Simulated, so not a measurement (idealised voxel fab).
process module | voxel transistor to metal
cross-section cut | 185 nm wide | cells 5 nm
A cross-section is a grid of square cells, given in bands from the top down. A band is one or more rows of cells.
Each band's line starts with the height of the band's top and of its bottom, in nm. Then come its materials from left to right, each with its width in nm. One material with "throughout" fills the band from edge to edge. "air" is empty space.
Height 0 is the level under which the wafer as received is all one material. The lowest band goes on downwards, as in "0 down".
A width such as "30 to 40" changes by the same amount from each row of cells to the next, from the band's top row to its bottom row.
"no change" after a step means that no cell of the cross-section changed.
closed voids: empty space of 8 cells or more with no open way to the top, each as width x height at its distance from the left edge, in nm
after a step's settings: what the simulator itself notes on the step
overlay nm, on a step with a mask: how far to the right of its planned place the mask lay; to the left if negative
plan
1 op RECEIVE | material Si
2 op OXIDIZE | depth nm 5
3 op CONFORMAL_DEP | material SiN | thk nm 10
4 op DIRECTIONAL_DEP | material aC | thk nm 10
5 op PATTERN | tone cover | mask id ACTIVE | material resist | width nm 105 | thk nm 25 | overlay nm 0
6 op DIRECTIONAL_ETCH | etch materials aC | depth nm 10
7 op STRIP | etch materials resist
8 op DIRECTIONAL_ETCH | etch materials SiN | depth nm 10
9 op DIRECTIONAL_ETCH | etch materials SiO2 | depth nm 5
10 op DIRECTIONAL_ETCH | etch materials Si | depth nm 35
11 op STRIP | etch materials aC
12 op OXIDIZE | depth nm 5
13 op FILL_DEP | material SiO2 | thk nm 5
14 op CMP | height nm 10
15 op SELECTIVE_ETCH | etch materials SiO2 | depth nm 5
16 op STRIP | etch materials SiN
17 op SELECTIVE_ETCH | etch materials SiO2 | depth nm 5
18 op OXIDIZE | depth nm 5
19 op DIRECTIONAL_DEP | material polySi | thk nm 30
20 op DIRECTIONAL_DEP | material SiCN | thk nm 10
21 op PATTERN | tone cover | mask id GATE | material resist | width nm 25 | thk nm 20 | overlay nm 0
22 op DIRECTIONAL_ETCH | etch materials SiCN | depth nm 20
23 op DIRECTIONAL_ETCH | etch materials polySi | depth nm 40
24 op STRIP | etch materials resist
25 op CONFORMAL_DEP | material SiO2 | thk nm 5
26 op DIRECTIONAL_ETCH | etch materials SiO2 | depth nm 5
27 op CONFORMAL_DEP | material SiN | thk nm 5
28 op DIRECTIONAL_ETCH | etch materials SiN | depth nm 5
29 op DIRECTIONAL_ETCH | etch materials SiO2 | depth nm 5
30 op DIRECTIONAL_ETCH | etch materials Si | depth nm 10
31 op EPI | material nSi | thk nm 10
32 op FILL_DEP | material SiO2 | thk nm 10
33 op CMP | height nm 35
34 op DIRECTIONAL_DEP | material SiO2 | thk nm 15
35 op PATTERN | tone open | mask id CONTACT | material resist | width nm 20 | pitch nm 75 | thk nm 15 | overlay nm 0
36 op DIRECTIONAL_ETCH | etch materials SiO2 | depth nm 60
37 op STRIP | etch materials resist
38 op CONFORMAL_DEP | material TiN | thk nm 5
39 op FILL_DEP | material Ru | thk nm 5
40 op CMP | height nm 50
41 op DIRECTIONAL_DEP | material TiN | thk nm 5
42 op DIRECTIONAL_DEP | material W | thk nm 15
43 op DIRECTIONAL_DEP | material aC | thk nm 15
44 op PATTERN | tone cover | mask id METAL_1 | material resist | width nm 20 | pitch nm 75 | thk nm 35 | overlay nm 0
45 op DIRECTIONAL_ETCH | etch materials aC | depth nm 15
46 op STRIP | etch materials resist
47 op DIRECTIONAL_ETCH | etch materials W | depth nm 15
48 op DIRECTIONAL_ETCH | etch materials TiN | depth nm 5
49 op STRIP | etch materials aC
50 op CONFORMAL_DEP | material SiN | thk nm 5
51 op FILL_DEP | material lowk | thk nm 10
52 op CMP | height nm 70
53 op CONFORMAL_DEP | material SiCN | thk nm 5
54 op DIRECTIONAL_DEP | material SiO2 | thk nm 35
55 op MASKED_ETCH | tone open | mask id METAL_2 | width nm 20 | pitch nm 75 | etch materials SiO2 | depth nm 20 | overlay nm 0
56 op MASKED_ETCH | tone open | mask id METAL_2_HOLES | width nm 15 | pitch nm 75 | etch materials SiO2 | depth nm 15 | overlay nm 0
57 op MASKED_ETCH | tone open | mask id METAL_2_HOLES | width nm 15 | pitch nm 75 | etch materials SiCN | depth nm 5 | overlay nm 0
58 op CONFORMAL_DEP | material TiN | thk nm 5
59 op FILL_DEP | material Ru | thk nm 5
60 op CMP | height nm 110
61 op CONFORMAL_DEP | material SiN | thk nm 5
as received, after step 1
  0 down: Si throughout
  closed voids: none
a wafer at the end: this start, this plan, one mistake
  115 to 110: SiN throughout
  110 to 100: SiO2 45 | TiN 5 | Ru 10 | TiN 5 | SiO2 55 | TiN 5 | Ru 10 | TiN 5 | SiO2 45
  100 to 95: SiO2 45 | TiN 5 | Ru 5 | TiN 10 | SiO2 55 | TiN 5 | Ru 5 | TiN 10 | SiO2 45
  95 to 80: SiO2 45 | TiN 5 | Ru 5 | TiN 5 | SiO2 60 | TiN 5 | Ru 5 | TiN 5 | SiO2 50
  80 to 75: SiCN 45 | TiN 15 | SiCN 60 | TiN 15 | SiCN 50
  75 to 70: lowk 40 | SiN 30 | lowk 45 | SiN 30 | lowk 40
  70 to 55: lowk 40 | SiN 5 | W 20 | SiN 5 | lowk 45 | SiN 5 | W 20 | SiN 5 | lowk 40
  55 to 50: SiN 45 | TiN 20 | SiN 55 | TiN 20 | SiN 45
  50 to 35: SiO2 45 | TiN 5 | Ru 10 | TiN 5 | SiO2 55 | TiN 5 | Ru 10 | TiN 5 | SiO2 45
  35 to 25: SiO2 45 | TiN 5 | Ru 10 | TiN 5 | SiO2 5 | SiN 5 | SiO2 5 | SiCN 25 | SiO2 5 | SiN 5 | SiO2 5 | TiN 5 | Ru 10 | TiN 5 | SiO2 45
  25 to 5: SiO2 45 | TiN 5 | Ru 10 | TiN 5 | SiO2 5 | SiN 5 | SiO2 5 | polySi 25 | SiO2 5 | SiN 5 | SiO2 5 | TiN 5 | Ru 10 | TiN 5 | SiO2 45
  5 to 0: SiO2 45 | TiN 5 | Ru 5 | TiN 10 | SiO2 5 | SiN 5 | SiO2 5 | polySi 25 | SiO2 5 | SiN 5 | SiO2 5 | TiN 10 | Ru 5 | TiN 5 | SiO2 45
  0 to -5: SiO2 40 | SiN 5 | TiN 5 | Ru 5 | TiN 5 | nSi 10 | SiN 5 | SiO2 5 | polySi 25 | SiO2 5 | SiN 5 | nSi 10 | TiN 5 | Ru 5 | TiN 5 | SiN 5 | SiO2 40
  -5 to -10: SiO2 45 | TiN 15 | nSi 10 | SiO2 45 | nSi 10 | TiN 15 | SiO2 45
  -10 to -20: SiO2 45 | nSi 25 | Si 45 | nSi 25 | SiO2 45
  -20 to -45: SiO2 45 | Si 95 | SiO2 45
  -45 down: Si throughout
  closed voids: none
what went wrong: step 52 ran as: op CMP | height nm 75
